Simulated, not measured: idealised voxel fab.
The following process module bears the name voxel ribs on slabs.
Cross-section cut spans 290 nm and uses square cells 5 nm in size.
Cross-section spec: square-cell grid; bands listed top down; each band is one or more rows.
Band: top and bottom heights (nm) first, top before bottom; then materials from left to right, widths in nm. "all across" marks a sole material filling the band edge to edge. "empty" denotes empty space.
Heights from 0 (as-received wafer is one material below). Bottom band endless downward, as "top 0, no bottom".
Read "30 to 40" as a graded width: first number on top, second number at the bottom, same change between each pair of neighbouring rows.
A step reported as "all unchanged" is a step in which no cell of the cross-section changed.
If an empty space has no open way to the top and is at least 8 cells in size, "Enclosed empty spaces" lists it, written width x height at distance, where distance is measured from the left edge and every value is in nm.
On a step's line, text after the settings is the simulator commenting on that step.
What "overlay nm" on a step's line means: if the step has a mask, that mask lay this far to the right of its planned place, or, when the value is negative, to the left.

Process steps foreseen in the plan:
1. op RECEIVE | material Si
2. op DIRECTIONAL_DEP | material SiO2 | thk nm 20
3. op DIRECTIONAL_DEP | material polySi | thk nm 25
4. op DIRECTIONAL_DEP | material aC | thk nm 10
5. op PATTERN | tone cover | mask id RIB | material resist | width nm 20 | thk nm 25 | overlay nm 0
6. op DIRECTIONAL_ETCH | etch materials aC | depth nm 10
7. op STRIP | etch materials resist
8. op DIRECTIONAL_ETCH | etch materials polySi | depth nm 5
9. op STRIP | etch materials aC
10. op PATTERN | tone cover | mask id SLAB | material resist | width nm 70 | thk nm 15 | overlay nm 0
11. op DIRECTIONAL_ETCH | etch materials polySi | depth nm 20
12. op STRIP | etch materials resist
13. op FILL_DEP | material SiO2 | thk nm 30
14. op CMP | height nm 65
15. op DIRECTIONAL_DEP | material W | thk nm 5
16. op MASKED_ETCH | tone cover | mask id HEATER | width nm 30 | etch materials W | depth nm 5 | overlay nm 0
17. op CONFORMAL_DEP | material SiO2 | thk nm 5

Cross-section: wafer on arrival = after step 1:
  top 0, no bottom | Si all across
  Enclosed empty spaces: none

This is how the wafer looks in cross-section once the module is done, given the starting state and plan above and one mistake in carrying the plan out:
  top 75, bottom 70 | 125 empty / 40 aC / 125 empty
  top 70, bottom 65 | 130 aC / 30 W / 130 aC
  top 65, bottom 45 | SiO2 all across
  top 45, bottom 40 | 135 SiO2 / 20 polySi / 135 SiO2
  top 40, bottom 20 | 110 SiO2 / 70 polySi / 110 SiO2
  top 20, bottom 0 | SiO2 all across
  top 0, no bottom | Si all across
  Enclosed empty spaces: none
Misprocessing identified: step 17 deviated from plan and actually ran as op CONFORMAL_DEP | material aC | thk nm 5
